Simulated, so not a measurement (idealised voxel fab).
Module name: voxel self aligned contacts (process module)
The cross-section shown here is cut; it is 160 nm wide and divided into square cells measuring 5 nm on a side.
How to read a cross-section here: the picture is a grid of square cells, written as bands going from the top down, and any band can span one or more rows of cells. Basically the band line says how high the top is and how high the bottom is, in nm, and then what's in it from left to right, every material with its width in nm. Empty space shows up as "empty", and if a single material carries "all across" it runs the full band edge to edge. It should be noted that heights are counted from 0, beneath which the wafer as supplied is of one material throughout, and that the lowest band possesses no lower boundary but continues downward, as written in "0 nm and below". Per-row width for "30 to 40": begins at first number (top row of band), ends at second number (bottom row), increment between rows held constant. Where the words "nothing different" appear for a step, the cross-section shows no cell changed by that step; every cell remained as before. Reported under the label "Catalogued sealed voids" are the empty spaces having no open way to the top and comprising 8 cells or more; the notation for each is width x height at distance, in which the distance is measured from the left edge and all three values are in nm. Anything after a step's settings on that line? It's the simulator's own note about the step. When a step includes a mask, the "overlay nm" setting on its line states how far to the right of its planned place that mask lay, and negative values state how far to the left.

PROCESS STEPS FORESEEN IN THE PLAN
- 1: RECEIVE,material Si
- 2: CONFORMAL_DEP,material SiO2,thk nm 5
- 3: DIRECTIONAL_DEP,material polySi,thk nm 20
- 4: DIRECTIONAL_DEP,material SiN,thk nm 25
- 5: MASKED_ETCH,tone cover,mask id GATE,width nm 25,pitch nm 60,etch materials SiN,depth nm 25,overlay nm 0
- 6: MASKED_ETCH,tone cover,mask id GATE,width nm 25,pitch nm 60,etch materials polySi,depth nm 20,overlay nm 0
- 7: CONFORMAL_DEP,material SiN,thk nm 10
- 8: DIRECTIONAL_ETCH,etch materials SiN,depth nm 10
- 9: FILL_DEP,material SiO2,thk nm 20
- 10: CMP,height nm 60
- 11: MASKED_ETCH,tone open,mask id CONTACT,width nm 45,etch materials SiO2,depth nm 60,overlay nm 0
- 12: CONFORMAL_DEP,material TiN,thk nm 5
- 13: FILL_DEP,material Ru,thk nm 10
- 14: CMP,height nm 60
- 15: CONFORMAL_DEP,material SiCN,thk nm 5

FIRST OF THE TWO WAFERS, RUN PER PLAN

WAFER AT RECEIPT (POST STEP 1), CROSS-SECTION
- 0 nm and below  Si all across
- Catalogued sealed voids: none

CROSS-SECTION OF THE WAFER AFTER STEP 2
- 5 nm to 0 nm  SiO2 all across
- Lower than 0, everything is as it was.

CROSS-SECTION OF THE WAFER AFTER STEP 3
- 25 nm to 5 nm  polySi all across
- Lower than 5, everything is as it was.

CROSS-SECTION OF THE WAFER AFTER STEP 4
- 50 nm to 25 nm  SiN all across
- Lower than 25, everything is as it was.

CROSS-SECTION OF THE WAFER AFTER STEP 5
- 50 nm to 25 nm  empty=35 / SiN=25 / empty=35 / SiN=25 / empty=40
- Lower than 25, everything is as it was.

CROSS-SECTION OF THE WAFER AFTER STEP 6
- 50 nm to 25 nm  empty=35 / SiN=25 / empty=35 / SiN=25 / empty=40
- 25 nm to 5 nm  empty=35 / polySi=25 / empty=35 / polySi=25 / empty=40
- Lower than 5, everything is as it was.

CROSS-SECTION OF THE WAFER AFTER STEP 7
- 60 nm to 25 nm  empty=25 / SiN=45 / empty=15 / SiN=45 / empty=30
- 25 nm to 15 nm  empty=25 / SiN=10 / polySi=25 / SiN=10 / empty=15 / SiN=10 / polySi=25 / SiN=10 / empty=30
- 15 nm to 5 nm  SiN=35 / polySi=25 / SiN=35 / polySi=25 / SiN=40
- Lower than 5, everything is as it was.

CROSS-SECTION OF THE WAFER AFTER STEP 8
- 50 nm to 25 nm  empty=25 / SiN=45 / empty=15 / SiN=45 / empty=30
- 25 nm to 5 nm  empty=25 / SiN=10 / polySi=25 / SiN=10 / empty=15 / SiN=10 / polySi=25 / SiN=10 / empty=30
- Lower than 5, everything is as it was.

CROSS-SECTION OF THE WAFER AFTER STEP 9
- 70 nm to 50 nm  SiO2 all across
- 50 nm to 25 nm  SiO2=25 / SiN=45 / SiO2=15 / SiN=45 / SiO2=30
- 25 nm to 5 nm  SiO2=25 / SiN=10 / polySi=25 / SiN=10 / SiO2=15 / SiN=10 / polySi=25 / SiN=10 / SiO2=30
- Lower than 5, everything is as it was.

CROSS-SECTION OF THE WAFER AFTER STEP 10
- 60 nm to 50 nm  SiO2 all across
- Lower than 50, everything is as it was.

CROSS-SECTION OF THE WAFER AFTER STEP 11
- 60 nm to 50 nm  SiO2=55 / empty=45 / SiO2=60
- 50 nm to 25 nm  SiO2=25 / SiN=45 / empty=15 / SiN=45 / SiO2=30
- 25 nm to 5 nm  SiO2=25 / SiN=10 / polySi=25 / SiN=10 / empty=15 / SiN=10 / polySi=25 / SiN=10 / SiO2=30
- 5 nm to 0 nm  SiO2=70 / empty=15 / SiO2=75
- Lower than 0, everything is as it was.

CROSS-SECTION OF THE WAFER AFTER STEP 12
- 65 nm to 60 nm  TiN=60 / empty=35 / TiN=65
- 60 nm to 50 nm  SiO2=55 / TiN=5 to 20 / empty=35 to 5 / TiN=5 to 20 / SiO2=60
- 50 nm to 25 nm  SiO2=25 / SiN=45 / TiN=5 / empty=5 / TiN=5 / SiN=45 / SiO2=30
- 25 nm to 5 nm  SiO2=25 / SiN=10 / polySi=25 / SiN=10 / TiN=5 / empty=5 / TiN=5 / SiN=10 / polySi=25 / SiN=10 / SiO2=30
- 5 nm to 0 nm  SiO2=70 / TiN=15 / SiO2=75
- Lower than 0, everything is as it was.

CROSS-SECTION OF THE WAFER AFTER STEP 13
- 75 nm to 65 nm  Ru all across
- 65 nm to 60 nm  TiN=60 / Ru=35 / TiN=65
- 60 nm to 50 nm  SiO2=55 / TiN=5 to 20 / Ru=35 to 5 / TiN=5 to 20 / SiO2=60
- 50 nm to 25 nm  SiO2=25 / SiN=45 / TiN=5 / Ru=5 / TiN=5 / SiN=45 / SiO2=30
- 25 nm to 5 nm  SiO2=25 / SiN=10 / polySi=25 / SiN=10 / TiN=5 / Ru=5 / TiN=5 / SiN=10 / polySi=25 / SiN=10 / SiO2=30
- Lower than 5, everything is as it was.

CROSS-SECTION OF THE WAFER AFTER STEP 14
- 60 nm to 50 nm  SiO2=55 / TiN=5 to 20 / Ru=35 to 5 / TiN=5 to 20 / SiO2=60
- Lower than 50, everything is as it was.

CROSS-SECTION OF THE WAFER AFTER STEP 15
- 65 nm to 60 nm  SiCN all across
- Lower than 60, everything is as it was.

WAFER TWO OF TWO - SAME STARTING POINT, SAME PROCESS PLAN, ONE MISTAKE IN EXECUTION; MATCHES WAFER ONE UP TO AND INCLUDING STEP 4

CROSS-SECTION, SECOND WAFER, AT THE END TIME THE PLAN GIVES FOR STEP 5
- 50 nm to 25 nm  empty=40 / SiN=25 / empty=35 / SiN=25 / empty=35
- Lower than 25, everything is as it was.

CROSS-SECTION, SECOND WAFER, AT THE END TIME THE PLAN GIVES FOR STEP 6
- 50 nm to 25 nm  empty=40 / SiN=25 / empty=35 / SiN=25 / empty=35
- 25 nm to 5 nm  empty=35 / polySi=30 / empty=30 / polySi=30 / empty=35
- Lower than 5, everything is as it was.

CROSS-SECTION, SECOND WAFER, AT THE END TIME THE PLAN GIVES FOR STEP 7
- 60 nm to 35 nm  empty=30 / SiN=45 / empty=15 / SiN=45 / empty=25
- 35 nm to 25 nm  empty=25 / SiN=50 / empty=10 / SiN=50 / empty=25
- 25 nm to 15 nm  empty=25 / SiN=10 / polySi=30 / SiN=10 / empty=10 / SiN=10 / polySi=30 / SiN=10 / empty=25
- 15 nm to 5 nm  SiN=35 / polySi=30 / SiN=30 / polySi=30 / SiN=35
- Lower than 5, everything is as it was.

CROSS-SECTION, SECOND WAFER, AT THE END TIME THE PLAN GIVES FOR STEP 8
- 50 nm to 25 nm  empty=30 / SiN=45 / empty=15 / SiN=45 / empty=25
- 25 nm to 5 nm  empty=25 / SiN=10 / polySi=30 / SiN=10 / empty=10 / SiN=10 / polySi=30 / SiN=10 / empty=25
- Lower than 5, everything is as it was.

CROSS-SECTION, SECOND WAFER, AT THE END TIME THE PLAN GIVES FOR STEP 9
- 70 nm to 50 nm  SiO2 all across
- 50 nm to 25 nm  SiO2=30 / SiN=45 / SiO2=15 / SiN=45 / SiO2=25
- 25 nm to 5 nm  SiO2=25 / SiN=10 / polySi=30 / SiN=10 / SiO2=10 / SiN=10 / polySi=30 / SiN=10 / SiO2=25
- Lower than 5, everything is as it was.

CROSS-SECTION, SECOND WAFER, AT THE END TIME THE PLAN GIVES FOR STEP 10
- 60 nm to 50 nm  SiO2 all across
- Lower than 50, everything is as it was.

CROSS-SECTION, SECOND WAFER, AT THE END TIME THE PLAN GIVES FOR STEP 11
- 60 nm to 50 nm  SiO2=55 / empty=45 / SiO2=60
- 50 nm to 25 nm  SiO2=30 / SiN=45 / empty=15 / SiN=45 / SiO2=25
- 25 nm to 5 nm  SiO2=25 / SiN=10 / polySi=30 / SiN=10 / empty=10 / SiN=10 / polySi=30 / SiN=10 / SiO2=25
- 5 nm to 0 nm  SiO2=75 / empty=10 / SiO2=75
- Lower than 0, everything is as it was.

CROSS-SECTION, SECOND WAFER, AT THE END TIME THE PLAN GIVES FOR STEP 12
- 65 nm to 60 nm  TiN=60 / empty=35 / TiN=65
- 60 nm to 50 nm  SiO2=55 / TiN=5 to 25 / empty=35 to 5 / TiN=5 to 15 / SiO2=60
- 50 nm to 30 nm  SiO2=30 / SiN=45 / TiN=5 / empty=5 / TiN=5 / SiN=45 / SiO2=25
- 30 nm to 25 nm  SiO2=30 / SiN=45 / TiN=15 / SiN=45 / SiO2=25
- 25 nm to 5 nm  SiO2=25 / SiN=10 / polySi=30 / SiN=10 / TiN=10 / SiN=10 / polySi=30 / SiN=10 / SiO2=25
- 5 nm to 0 nm  SiO2=75 / TiN=10 / SiO2=75
- Lower than 0, everything is as it was.

CROSS-SECTION, SECOND WAFER, AT THE END TIME THE PLAN GIVES FOR STEP 13
- 75 nm to 65 nm  Ru all across
- 65 nm to 60 nm  TiN=60 / Ru=35 / TiN=65
- 60 nm to 50 nm  SiO2=55 / TiN=5 to 25 / Ru=35 to 5 / TiN=5 to 15 / SiO2=60
- 50 nm to 30 nm  SiO2=30 / SiN=45 / TiN=5 / Ru=5 / TiN=5 / SiN=45 / SiO2=25
- Lower than 30, everything is as it was.

CROSS-SECTION, SECOND WAFER, AT THE END TIME THE PLAN GIVES FOR STEP 14
- 60 nm to 50 nm  SiO2=55 / TiN=5 to 25 / Ru=35 to 5 / TiN=5 to 15 / SiO2=60
- Lower than 50, everything is as it was.

CROSS-SECTION, SECOND WAFER, AT THE END TIME THE PLAN GIVES FOR STEP 15
- 65 nm to 60 nm  SiCN all across
- Lower than 60, everything is as it was.
Finding, execution versus plan: step 5 did not happen as planned, as run it was MASKED_ETCH,tone cover,mask id GATE,width nm 25,pitch nm 60,etch materials SiN,depth nm 25,overlay nm 5
Final wafer comparison in cells, second versus first, more or fewer per material: -5 Ru, -3 SiO2, +8 polySi
